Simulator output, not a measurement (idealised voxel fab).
Process module heading - voxel air gaps
For reference, the cross-section in this document is cut, with width 215 nm and square cells of 5 nm.
Cross-section spec: square-cell grid; bands listed top down; each band is one or more rows.
Look at the band entry: it leads with the top's height and the bottom's height in nm. Then it lists the materials left to right, with a width in nm for each. The word "throughout" on a single material says that material fills the band edge to edge. The word "air" is empty space.
Note: height 0 marks the level under which the wafer is uniformly one material as received. Lowest band unbounded below, written "top 0, no bottom".
Think of "30->40" as a width that walks from the first number to the second as you go down the band, top row to bottom row, taking equal-sized steps from row to row.
Where the words "no change occurred" appear for a step, the cross-section shows no cell changed by that step; every cell remained as before.
This entry, "Enclosed cavities", enumerates those empty regions of no fewer than 8 cells that possess no open connection to the top. Each region is reported in the form width x height at distance, the distance being taken from the left edge, with all three quantities expressed in nm.
Text after the settings on a step's line: the simulator's own remark on that step.
The line of a step may include "overlay nm". On a step with a mask, this value is how far to the right of its planned place the mask lay. A negative value means the mask lay to the left.

Process steps (planned):
- 1: op RECEIVE | material Si
- 2: op CONFORMAL_DEP | material SiO2 | thk nm 10
- 3: op CONFORMAL_DEP | material SiCN | thk nm 5
- 4: op DIRECTIONAL_DEP | material lowk | thk nm 40
- 5: op DIRECTIONAL_DEP | material aC | thk nm 10
- 6: op PATTERN | tone open | mask id LINES | material resist | width nm 20 | pitch nm 50 | thk nm 30 | overlay nm 0
- 7: op DIRECTIONAL_ETCH | etch materials aC | depth nm 10
- 8: op STRIP | etch materials resist
- 9: op DIRECTIONAL_ETCH | etch materials lowk | depth nm 40
- 10: op STRIP | etch materials aC
- 11: op CONFORMAL_DEP | material TiN | thk nm 5
- 12: op FILL_DEP | material Cu | thk nm 5
- 13: op CMP | height nm 55
- 14: op EPI | material Ru | thk nm 10
- 15: op SELECTIVE_ETCH | etch materials lowk | depth nm 50
- 16: op CONFORMAL_DEP | material SiCN | thk nm 5

The first of two wafers, run as planned:

Cross-sectional view of the wafer in its as-received condition, corresponding to the state after step 1:
* top 0, no bottom | Si throughout
* Enclosed cavities: none

Presented here is a cross-section of the wafer after step 2 has been performed:
* top 10, bottom 0 | SiO2 throughout
* No changes below 0.

Presented here is a cross-section of the wafer after step 3 has been performed:
* top 15, bottom 10 | SiCN throughout
* No changes below 10.

Presented here is a cross-section of the wafer after step 4 has been performed:
* top 55, bottom 15 | lowk throughout
* No changes below 15.

Presented here is a cross-section of the wafer after step 5 has been performed:
* top 65, bottom 55 | aC throughout
* No changes below 55.

Presented here is a cross-section of the wafer after step 6 has been performed:
* top 95, bottom 65 | 45 nm resist, 20 nm air, 30 nm resist, 20 nm air, 30 nm resist, 20 nm air, 50 nm resist
* No changes below 65.

Presented here is a cross-section of the wafer after step 7 has been performed:
* top 85, bottom 65 | 45 nm resist, 20 nm air, 30 nm resist, 20 nm air, 30 nm resist, 20 nm air, 50 nm resist
* top 65, bottom 55 | 45 nm aC, 20 nm air, 30 nm aC, 20 nm air, 30 nm aC, 20 nm air, 50 nm aC
* No changes below 55.

Presented here is a cross-section of the wafer after step 8 has been performed:
* top 65, bottom 55 | 45 nm aC, 20 nm air, 30 nm aC, 20 nm air, 30 nm aC, 20 nm air, 50 nm aC
* No changes below 55.

Presented here is a cross-section of the wafer after step 9 has been performed:
* top 65, bottom 55 | 45 nm aC, 20 nm air, 30 nm aC, 20 nm air, 30 nm aC, 20 nm air, 50 nm aC
* top 55, bottom 15 | 45 nm lowk, 20 nm air, 30 nm lowk, 20 nm air, 30 nm lowk, 20 nm air, 50 nm lowk
* No changes below 15.

Presented here is a cross-section of the wafer after step 10 has been performed:
* top 55, bottom 15 | 45 nm lowk, 20 nm air, 30 nm lowk, 20 nm air, 30 nm lowk, 20 nm air, 50 nm lowk
* No changes below 15.

Presented here is a cross-section of the wafer after step 11 has been performed:
* top 60, bottom 55 | 50 nm TiN, 10 nm air, 40 nm TiN, 10 nm air, 40 nm TiN, 10 nm air, 55 nm TiN
* top 55, bottom 20 | 45 nm lowk, 5 nm TiN, 10 nm air, 5 nm TiN, 30 nm lowk, 5 nm TiN, 10 nm air, 5 nm TiN, 30 nm lowk, 5 nm TiN, 10 nm air, 5 nm TiN, 50 nm lowk
* top 20, bottom 15 | 45 nm lowk, 20 nm TiN, 30 nm lowk, 20 nm TiN, 30 nm lowk, 20 nm TiN, 50 nm lowk
* No changes below 15.

Presented here is a cross-section of the wafer after step 12 has been performed:
* top 65, bottom 60 | Cu throughout
* top 60, bottom 55 | 50 nm TiN, 10 nm Cu, 40 nm TiN, 10 nm Cu, 40 nm TiN, 10 nm Cu, 55 nm TiN
* top 55, bottom 20 | 45 nm lowk, 5 nm TiN, 10 nm Cu, 5 nm TiN, 30 nm lowk, 5 nm TiN, 10 nm Cu, 5 nm TiN, 30 nm lowk, 5 nm TiN, 10 nm Cu, 5 nm TiN, 50 nm lowk
* No changes below 20.

Presented here is a cross-section of the wafer after step 13 has been performed:
* top 55, bottom 20 | 45 nm lowk, 5 nm TiN, 10 nm Cu, 5 nm TiN, 30 nm lowk, 5 nm TiN, 10 nm Cu, 5 nm TiN, 30 nm lowk, 5 nm TiN, 10 nm Cu, 5 nm TiN, 50 nm lowk
* No changes below 20.

Presented here is a cross-section of the wafer after step 14 has been performed:
* top 65, bottom 55 | 35 nm air, 40 nm Ru, 10 nm air, 40 nm Ru, 10 nm air, 40 nm Ru, 40 nm air
* No changes below 55.

Presented here is a cross-section of the wafer after step 15 has been performed:
* top 65, bottom 55 | 35 nm air, 40 nm Ru, 10 nm air, 40 nm Ru, 10 nm air, 40 nm Ru, 40 nm air
* top 55, bottom 20 | 45 nm air, 5 nm TiN, 10 nm Cu, 5 nm TiN, 30 nm air, 5 nm TiN, 10 nm Cu, 5 nm TiN, 30 nm air, 5 nm TiN, 10 nm Cu, 5 nm TiN, 50 nm air
* top 20, bottom 15 | 45 nm air, 20 nm TiN, 30 nm air, 20 nm TiN, 30 nm air, 20 nm TiN, 50 nm air
* No changes below 15.

Presented here is a cross-section of the wafer after step 16 has been performed:
* top 70, bottom 65 | 30 nm air, 150 nm SiCN, 35 nm air
* top 65, bottom 55 | 30 nm air, 5 nm SiCN, 40 nm Ru, 10 nm SiCN, 40 nm Ru, 10 nm SiCN, 40 nm Ru, 5 nm SiCN, 35 nm air
* top 55, bottom 50 | 30 nm air, 15 nm SiCN, 5 nm TiN, 10 nm Cu, 5 nm TiN, 30 nm SiCN, 5 nm TiN, 10 nm Cu, 5 nm TiN, 30 nm SiCN, 5 nm TiN, 10 nm Cu, 5 nm TiN, 15 nm SiCN, 35 nm air
* top 50, bottom 20 | 40 nm air, 5 nm SiCN, 5 nm TiN, 10 nm Cu, 5 nm TiN, 5 nm SiCN, 20 nm air, 5 nm SiCN, 5 nm TiN, 10 nm Cu, 5 nm TiN, 5 nm SiCN, 20 nm air, 5 nm SiCN, 5 nm TiN, 10 nm Cu, 5 nm TiN, 5 nm SiCN, 45 nm air
* top 20, bottom 15 | 45 nm SiCN, 20 nm TiN, 30 nm SiCN, 20 nm TiN, 30 nm SiCN, 20 nm TiN, 50 nm SiCN
* No changes below 15.
* Enclosed cavities: 20 x 30 at 70; 20 x 30 at 120

Regarding the second of the two wafers: it shared the first wafer's starting condition and process plan, yet one error occurred during its execution. Its history coincides with that of the first wafer up to and including step 15:

Cross-section of the second wafer corresponding to the planned conclusion of step 16: no change occurred
Processing error: step 16 was left out
Per the end-of-run cell counts, the second wafer holds more or fewer of some materials than the first: SiCN -127
The second wafer ends with 0 closed voids, and the first wafer ends with 2.
